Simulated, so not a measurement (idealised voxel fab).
process module | voxel transistor to metal
cross-section cut | 275 nm wide | cells 5 nm
A cross-section is a grid of square cells, given in bands from the top down. A band is one or more rows of cells.
Each band's line starts with the height of the band's top and of its bottom, in nm. Then come its materials from left to right, each with its width in nm. One material with "throughout" fills the band from edge to edge. "air" is empty space.
Height 0 is the level under which the wafer as received is all one material. The lowest band goes on downwards, as in "0 down".
A width such as "30 to 40" changes by the same amount from each row of cells to the next, from the band's top row to its bottom row.
"no change" after a step means that no cell of the cross-section changed.
closed voids: empty space of 8 cells or more with no open way to the top, each as width x height at its distance from the left edge, in nm
after a step's settings: what the simulator itself notes on the step
overlay nm, on a step with a mask: how far to the right of its planned place the mask lay; to the left if negative
plan
1 op RECEIVE | material Si
2 op CONFORMAL_DEP | material SiO2 | thk nm 5
3 op CONFORMAL_DEP | material SiN | thk nm 10
4 op PATTERN | tone cover | mask id ACTIVE | material resist | width nm 105 | pitch nm 125 | thk nm 15 | overlay nm 0
5 op DIRECTIONAL_ETCH | etch materials SiN | depth nm 10
6 op DIRECTIONAL_ETCH | etch materials SiO2 | depth nm 5
7 op DIRECTIONAL_ETCH | etch materials Si | depth nm 25
8 op STRIP | etch materials resist
9 op OXIDIZE | depth nm 5
10 op FILL_DEP | material SiO2 | thk nm 10
11 op CMP | height nm 15
12 op SELECTIVE_ETCH | etch materials SiO2 | depth nm 10
13 op STRIP | etch materials SiN
14 op SELECTIVE_ETCH | etch materials SiO2 | depth nm 5
15 op OXIDIZE | depth nm 5
16 op DIRECTIONAL_DEP | material polySi | thk nm 30
17 op DIRECTIONAL_DEP | material SiCN | thk nm 10
18 op MASKED_ETCH | tone cover | mask id GATE | width nm 25 | pitch nm 125 | etch materials SiCN | depth nm 20 | overlay nm 0
19 op MASKED_ETCH | tone cover | mask id GATE | width nm 25 | pitch nm 125 | etch materials polySi | depth nm 40 | overlay nm 0
20 op CONFORMAL_DEP | material SiO2 | thk nm 5
21 op DIRECTIONAL_ETCH | etch materials SiO2 | depth nm 5
22 op CONFORMAL_DEP | material SiN | thk nm 5
23 op DIRECTIONAL_ETCH | etch materials SiN | depth nm 5
24 op DIRECTIONAL_ETCH | etch materials SiO2 | depth nm 5
25 op DIRECTIONAL_ETCH | etch materials Si | depth nm 15
26 op EPI | material SiGe | thk nm 20
27 op FILL_DEP | material SiO2 | thk nm 5
28 op CMP | height nm 30
29 op STRIP | etch materials polySi
30 op SELECTIVE_ETCH | etch materials SiO2 | depth nm 5
31 op CONFORMAL_DEP | material HfO2 | thk nm 5
32 op CONFORMAL_DEP | material TiN | thk nm 5
33 op FILL_DEP | material W | thk nm 5
34 op CMP | height nm 25
35 op DIRECTIONAL_DEP | material SiO2 | thk nm 10
36 op PATTERN | tone open | mask id CONTACT | material resist | width nm 20 | thk nm 20 | overlay nm 0
37 op DIRECTIONAL_ETCH | etch materials SiO2 | depth nm 35
38 op STRIP | etch materials resist
39 op CONFORMAL_DEP | material TiN | thk nm 5
40 op FILL_DEP | material Ru | thk nm 10
41 op CMP | height nm 35
42 op DIRECTIONAL_DEP | material TiN | thk nm 5
43 op DIRECTIONAL_DEP | material Ru | thk nm 25
44 op DIRECTIONAL_DEP | material aC | thk nm 10
45 op PATTERN | tone cover | mask id METAL_1 | material resist | width nm 20 | thk nm 30 | overlay nm 0
46 op DIRECTIONAL_ETCH | etch materials aC | depth nm 10
47 op STRIP | etch materials resist
48 op DIRECTIONAL_ETCH | etch materials Ru | depth nm 25
49 op DIRECTIONAL_ETCH | etch materials TiN | depth nm 5
50 op STRIP | etch materials aC
51 op CONFORMAL_DEP | material SiN | thk nm 5
52 op FILL_DEP | material lowk | thk nm 10
53 op CMP | height nm 65
54 op CONFORMAL_DEP | material SiCN | thk nm 5
as received, after step 1
  0 down: Si throughout
  closed voids: none
a wafer at the end: this start, this plan, one mistake
  70 to 65: SiCN throughout
  65 to 40: lowk 20 | SiN 5 | Ru 20 | SiN 5 | lowk 45 | SiN 5 | Ru 20 | SiN 5 | lowk 20 | SiN 5 | Ru 20 | SiN 5 | lowk 45 | SiN 5 | Ru 20 | SiN 5 | lowk 25
  40 to 35: SiN 25 | TiN 20 | SiN 55 | TiN 20 | SiN 30 | TiN 20 | SiN 55 | TiN 20 | SiN 30
  35 to 25: SiO2 25 | TiN 5 | Ru 10 | TiN 5 | SiO2 55 | TiN 5 | Ru 10 | TiN 5 | SiO2 30 | TiN 5 | Ru 10 | TiN 5 | SiO2 55 | TiN 5 | Ru 10 | TiN 5 | SiO2 30
  25 to 20: SiO2 25 | TiN 5 | Ru 10 | TiN 5 | SiO2 5 | SiN 5 | HfO2 5 | TiN 5 | W 15 | TiN 5 | HfO2 5 | SiN 5 | SiO2 5 | TiN 5 | Ru 10 | TiN 5 | SiO2 30 | TiN 5 | Ru 10 | TiN 5 | SiO2 5 | SiN 5 | HfO2 5 | TiN 5 | W 15 | TiN 5 | HfO2 5 | SiN 5 | SiO2 5 | TiN 5 | Ru 10 | TiN 5 | SiO2 30
  20 to 15: SiO2 25 | TiN 20 | SiO2 5 | SiN 5 | HfO2 5 | TiN 5 | W 15 | TiN 5 | HfO2 5 | SiN 5 | SiO2 5 | TiN 20 | SiO2 30 | TiN 20 | SiO2 5 | SiN 5 | HfO2 5 | TiN 5 | W 15 | TiN 5 | HfO2 5 | SiN 5 | SiO2 5 | TiN 20 | SiO2 30
  15 to 5: SiO2 25 | TiN 5 | SiGe 20 | SiN 5 | HfO2 5 | TiN 5 | W 15 | TiN 5 | HfO2 5 | SiN 5 | SiGe 20 | TiN 5 | SiO2 30 | TiN 5 | SiGe 20 | SiN 5 | HfO2 5 | TiN 5 | W 15 | TiN 5 | HfO2 5 | SiN 5 | SiGe 20 | TiN 5 | SiO2 30
  5 to 0: SiO2 25 | TiN 5 | SiGe 20 | SiN 5 | HfO2 5 | TiN 25 | HfO2 5 | SiN 5 | SiGe 20 | TiN 5 | SiO2 30 | TiN 5 | SiGe 20 | SiN 5 | HfO2 5 | TiN 25 | HfO2 5 | SiN 5 | SiGe 20 | TiN 5 | SiO2 30
  0 to -5: SiO2 15 | SiGe 35 | SiO2 5 | HfO2 35 | SiO2 5 | SiGe 25 | SiO2 20 | SiGe 35 | SiO2 5 | HfO2 35 | SiO2 5 | SiGe 25 | SiO2 30
  -5 to -20: SiO2 20 | SiGe 30 | Si 45 | SiGe 20 | SiO2 30 | SiGe 30 | Si 45 | SiGe 20 | SiO2 35
  -20 to -30: SiO2 20 | Si 95 | SiO2 30 | Si 95 | SiO2 35
  -30 down: Si throughout
  closed voids: none
what went wrong: step 4 ran as: op PATTERN | tone cover | mask id ACTIVE | material resist | width nm 105 | pitch nm 125 | thk nm 15 | overlay nm -5
